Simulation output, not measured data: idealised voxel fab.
Title: Process Module voxel self aligned contacts
Displayed cross-section: cut, width of 165 nm, square cells sized 5 nm.
Cross-section spec: square-cell grid; bands listed top down; each band is one or more rows.
Within each band entry, the heights of the top and of the bottom of the band appear first, in that order and in nm; the materials of the band then follow from left to right, each with its corresponding width in nm. The designation "full width" on a single material indicates that it fills the band from edge to edge; the designation "blank" indicates empty space.
Zero point of the height axis is 0; under it, received wafer = one material. Lowest band: continues down indefinitely, "0 down".
When a width is written as two numbers, as in "30->40", the first number is the width in the top row of cells of the band and the second is the width in its bottom row, and the width changes by the same amount from each row to the next.
Basically "no change" means that step didn't change any cell in the cross-section.
"Sealed internal voids": empty spaces of 8 cells or more with no open way to the top, each given as width x height at distance, distance from the left edge, all in nm.
Whatever follows a step's settings on its line is a remark the simulator itself makes about that step.
You can add "overlay nm" to a step's line. For a step with a mask, it describes how far the mask lay to the right of its planned position, and a negative number describes a lay to the left.

## Planned step list for the process
step 1: RECEIVE (material Si)
step 2: OXIDIZE (depth nm 5)
step 3: DIRECTIONAL_DEP (material polySi; thk nm 30)
step 4: DIRECTIONAL_DEP (material SiN; thk nm 15)
step 5: PATTERN (tone cover; mask id GATE; material resist; width nm 30; pitch nm 60; thk nm 15; overlay nm 0)
step 6: DIRECTIONAL_ETCH (etch materials SiN; depth nm 15)
step 7: DIRECTIONAL_ETCH (etch materials polySi; depth nm 30)
step 8: STRIP (etch materials resist)
step 9: CONFORMAL_DEP (material SiN; thk nm 5)
step 10: DIRECTIONAL_ETCH (etch materials SiN; depth nm 5)
step 11: FILL_DEP (material SiO2; thk nm 20)
step 12: CMP (height nm 55)
step 13: PATTERN (tone open; mask id CONTACT; material resist; width nm 40; thk nm 15; overlay nm 0)
step 14: DIRECTIONAL_ETCH (etch materials SiO2; depth nm 60)
step 15: STRIP (etch materials resist)
step 16: CONFORMAL_DEP (material TiN; thk nm 5)
step 17: FILL_DEP (material Ru; thk nm 10)
step 18: CMP (height nm 55)
step 19: CONFORMAL_DEP (material SiN; thk nm 5)

## First of two wafers - as planned

## So this is the incoming wafer in cross-section - it's already been through step 1
  0 down | Si full width
  Sealed internal voids: none

## State of the wafer after step 2, shown in cross-section
  0 to -5 | SiO2 full width
  Below -5, the layers are the same as they were.

## State of the wafer after step 3, shown in cross-section
  30 to 0 | polySi full width
  Below 0, the layers are the same as they were.

## State of the wafer after step 4, shown in cross-section
  45 to 30 | SiN full width
  Below 30, the layers are the same as they were.

## State of the wafer after step 5, shown in cross-section
  60 to 45 | 35 of blank / 30 of resist / 30 of blank / 30 of resist / 40 of blank
  Below 45, the layers are the same as they were.

## State of the wafer after step 6, shown in cross-section
  60 to 45 | 35 of blank / 30 of resist / 30 of blank / 30 of resist / 40 of blank
  45 to 30 | 35 of blank / 30 of SiN / 30 of blank / 30 of SiN / 40 of blank
  Below 30, the layers are the same as they were.

## State of the wafer after step 7, shown in cross-section
  60 to 45 | 35 of blank / 30 of resist / 30 of blank / 30 of resist / 40 of blank
  45 to 30 | 35 of blank / 30 of SiN / 30 of blank / 30 of SiN / 40 of blank
  30 to 0 | 35 of blank / 30 of polySi / 30 of blank / 30 of polySi / 40 of blank
  Below 0, the layers are the same as they were.

## State of the wafer after step 8, shown in cross-section
  45 to 30 | 35 of blank / 30 of SiN / 30 of blank / 30 of SiN / 40 of blank
  Below 30, the layers are the same as they were.

## State of the wafer after step 9, shown in cross-section
  50 to 30 | 30 of blank / 40 of SiN / 20 of blank / 40 of SiN / 35 of blank
  30 to 5 | 30 of blank / 5 of SiN / 30 of polySi / 5 of SiN / 20 of blank / 5 of SiN / 30 of polySi / 5 of SiN / 35 of blank
  5 to 0 | 35 of SiN / 30 of polySi / 30 of SiN / 30 of polySi / 40 of SiN
  Below 0, the layers are the same as they were.

## State of the wafer after step 10, shown in cross-section
  45 to 30 | 30 of blank / 40 of SiN / 20 of blank / 40 of SiN / 35 of blank
  30 to 0 | 30 of blank / 5 of SiN / 30 of polySi / 5 of SiN / 20 of blank / 5 of SiN / 30 of polySi / 5 of SiN / 35 of blank
  Below 0, the layers are the same as they were.

## State of the wafer after step 11, shown in cross-section
  65 to 45 | SiO2 full width
  45 to 30 | 30 of SiO2 / 40 of SiN / 20 of SiO2 / 40 of SiN / 35 of SiO2
  30 to 0 | 30 of SiO2 / 5 of SiN / 30 of polySi / 5 of SiN / 20 of SiO2 / 5 of SiN / 30 of polySi / 5 of SiN / 35 of SiO2
  Below 0, the layers are the same as they were.

## State of the wafer after step 12, shown in cross-section
  55 to 45 | SiO2 full width
  Below 45, the layers are the same as they were.

## State of the wafer after step 13, shown in cross-section
  70 to 55 | 60 of resist / 40 of blank / 65 of resist
  Below 55, the layers are the same as they were.

## State of the wafer after step 14, shown in cross-section
  70 to 55 | 60 of resist / 40 of blank / 65 of resist
  55 to 45 | 60 of SiO2 / 40 of blank / 65 of SiO2
  45 to 30 | 30 of SiO2 / 40 of SiN / 20 of blank / 40 of SiN / 35 of SiO2
  30 to 0 | 30 of SiO2 / 5 of SiN / 30 of polySi / 5 of SiN / 20 of blank / 5 of SiN / 30 of polySi / 5 of SiN / 35 of SiO2
  0 to -5 | 70 of SiO2 / 20 of blank / 75 of SiO2
  Below -5, the layers are the same as they were.

## State of the wafer after step 15, shown in cross-section
  55 to 45 | 60 of SiO2 / 40 of blank / 65 of SiO2
  Below 45, the layers are the same as they were.

## State of the wafer after step 16, shown in cross-section
  60 to 55 | 65 of TiN / 30 of blank / 70 of TiN
  55 to 45 | 60 of SiO2 / 5->15 of TiN / 30->10 of blank / 5->15 of TiN / 65 of SiO2
  45 to 30 | 30 of SiO2 / 40 of SiN / 5 of TiN / 10 of blank / 5 of TiN / 40 of SiN / 35 of SiO2
  30 to 0 | 30 of SiO2 / 5 of SiN / 30 of polySi / 5 of SiN / 5 of TiN / 10 of blank / 5 of TiN / 5 of SiN / 30 of polySi / 5 of SiN / 35 of SiO2
  0 to -5 | 70 of SiO2 / 20 of TiN / 75 of SiO2
  Below -5, the layers are the same as they were.

## State of the wafer after step 17, shown in cross-section
  70 to 60 | Ru full width
  60 to 55 | 65 of TiN / 30 of Ru / 70 of TiN
  55 to 45 | 60 of SiO2 / 5->15 of TiN / 30->10 of Ru / 5->15 of TiN / 65 of SiO2
  45 to 30 | 30 of SiO2 / 40 of SiN / 5 of TiN / 10 of Ru / 5 of TiN / 40 of SiN / 35 of SiO2
  30 to 0 | 30 of SiO2 / 5 of SiN / 30 of polySi / 5 of SiN / 5 of TiN / 10 of Ru / 5 of TiN / 5 of SiN / 30 of polySi / 5 of SiN / 35 of SiO2
  Below 0, the layers are the same as they were.

## State of the wafer after step 18, shown in cross-section
  55 to 45 | 60 of SiO2 / 5->15 of TiN / 30->10 of Ru / 5->15 of TiN / 65 of SiO2
  Below 45, the layers are the same as they were.

## State of the wafer after step 19, shown in cross-section
  60 to 55 | SiN full width
  Below 55, the layers are the same as they were.

## Regarding the second of the two wafers: it shared the first wafer's starting condition and process plan, yet one error occurred during its execution. Its history coincides with that of the first wafer up to and including step 2

## Here is the second wafer in cross-section at the point where step 3 of the plan should have been done
  15 to 0 | SiN full width
  Below 0, the layers are the same as they were.

## Here is the second wafer in cross-section at the point where step 4 of the plan should have been done
  45 to 15 | polySi full width
  Below 15, the layers are the same as they were.

## Here is the second wafer in cross-section at the point where step 5 of the plan should have been done
  60 to 45 | 35 of blank / 30 of resist / 30 of blank / 30 of resist / 40 of blank
  Below 45, the layers are the same as they were.

Here is the second wafer in cross-section at the point where step 6 of the plan should have been done: no change

## Here is the second wafer in cross-section at the point where step 7 of the plan should have been done
  60 to 45 | 35 of blank / 30 of resist / 30 of blank / 30 of resist / 40 of blank
  45 to 15 | 35 of blank / 30 of polySi / 30 of blank / 30 of polySi / 40 of blank
  Below 15, the layers are the same as they were.

## Here is the second wafer in cross-section at the point where step 8 of the plan should have been done
  45 to 15 | 35 of blank / 30 of polySi / 30 of blank / 30 of polySi / 40 of blank
  Below 15, the layers are the same as they were.

## Here is the second wafer in cross-section at the point where step 9 of the plan should have been done
  50 to 45 | 30 of blank / 40 of SiN / 20 of blank / 40 of SiN / 35 of blank
  45 to 20 | 30 of blank / 5 of SiN / 30 of polySi / 5 of SiN / 20 of blank / 5 of SiN / 30 of polySi / 5 of SiN / 35 of blank
  20 to 15 | 35 of SiN / 30 of polySi / 30 of SiN / 30 of polySi / 40 of SiN
  Below 15, the layers are the same as they were.

## Here is the second wafer in cross-section at the point where step 10 of the plan should have been done
  45 to 15 | 30 of blank / 5 of SiN / 30 of polySi / 5 of SiN / 20 of blank / 5 of SiN / 30 of polySi / 5 of SiN / 35 of blank
  Below 15, the layers are the same as they were.

## Here is the second wafer in cross-section at the point where step 11 of the plan should have been done
  65 to 45 | SiO2 full width
  45 to 15 | 30 of SiO2 / 5 of SiN / 30 of polySi / 5 of SiN / 20 of SiO2 / 5 of SiN / 30 of polySi / 5 of SiN / 35 of SiO2
  Below 15, the layers are the same as they were.

## Here is the second wafer in cross-section at the point where step 12 of the plan should have been done
  55 to 45 | SiO2 full width
  Below 45, the layers are the same as they were.

## Here is the second wafer in cross-section at the point where step 13 of the plan should have been done
  70 to 55 | 60 of resist / 40 of blank / 65 of resist
  Below 55, the layers are the same as they were.

## Here is the second wafer in cross-section at the point where step 14 of the plan should have been done
  70 to 55 | 60 of resist / 40 of blank / 65 of resist
  55 to 45 | 60 of SiO2 / 40 of blank / 65 of SiO2
  45 to 15 | 30 of SiO2 / 5 of SiN / 30 of polySi / 5 of SiN / 20 of blank / 5 of SiN / 30 of polySi / 5 of SiN / 35 of SiO2
  Below 15, the layers are the same as they were.

## Here is the second wafer in cross-section at the point where step 15 of the plan should have been done
  55 to 45 | 60 of SiO2 / 40 of blank / 65 of SiO2
  Below 45, the layers are the same as they were.

## Here is the second wafer in cross-section at the point where step 16 of the plan should have been done
  60 to 55 | 65 of TiN / 30 of blank / 70 of TiN
  55 to 45 | 60 of SiO2 / 5->15 of TiN / 30->10 of blank / 5->15 of TiN / 65 of SiO2
  45 to 20 | 30 of SiO2 / 5 of SiN / 30 of polySi / 5 of SiN / 5 of TiN / 10 of blank / 5 of TiN / 5 of SiN / 30 of polySi / 5 of SiN / 35 of SiO2
  20 to 15 | 30 of SiO2 / 5 of SiN / 30 of polySi / 5 of SiN / 20 of TiN / 5 of SiN / 30 of polySi / 5 of SiN / 35 of SiO2
  Below 15, the layers are the same as they were.

## Here is the second wafer in cross-section at the point where step 17 of the plan should have been done
  70 to 60 | Ru full width
  60 to 55 | 65 of TiN / 30 of Ru / 70 of TiN
  55 to 45 | 60 of SiO2 / 5->15 of TiN / 30->10 of Ru / 5->15 of TiN / 65 of SiO2
  45 to 20 | 30 of SiO2 / 5 of SiN / 30 of polySi / 5 of SiN / 5 of TiN / 10 of Ru / 5 of TiN / 5 of SiN / 30 of polySi / 5 of SiN / 35 of SiO2
  Below 20, the layers are the same as they were.

## Here is the second wafer in cross-section at the point where step 18 of the plan should have been done
  55 to 45 | 60 of SiO2 / 5->15 of TiN / 30->10 of Ru / 5->15 of TiN / 65 of SiO2
  Below 45, the layers are the same as they were.

## Here is the second wafer in cross-section at the point where step 19 of the plan should have been done
  60 to 55 | SiN full width
  Below 55, the layers are the same as they were.
What went wrong in running the wafer? the processing plan was not followed for steps 3 and 4, which were run with their positions exchanged
It is noted that, at the conclusion of processing, the second wafer exhibits a higher or lower cell count for certain materials relative to the first: Ru: 8 fewer, SiN: 51 more, SiO2: 35 fewer, TiN: 8 fewer
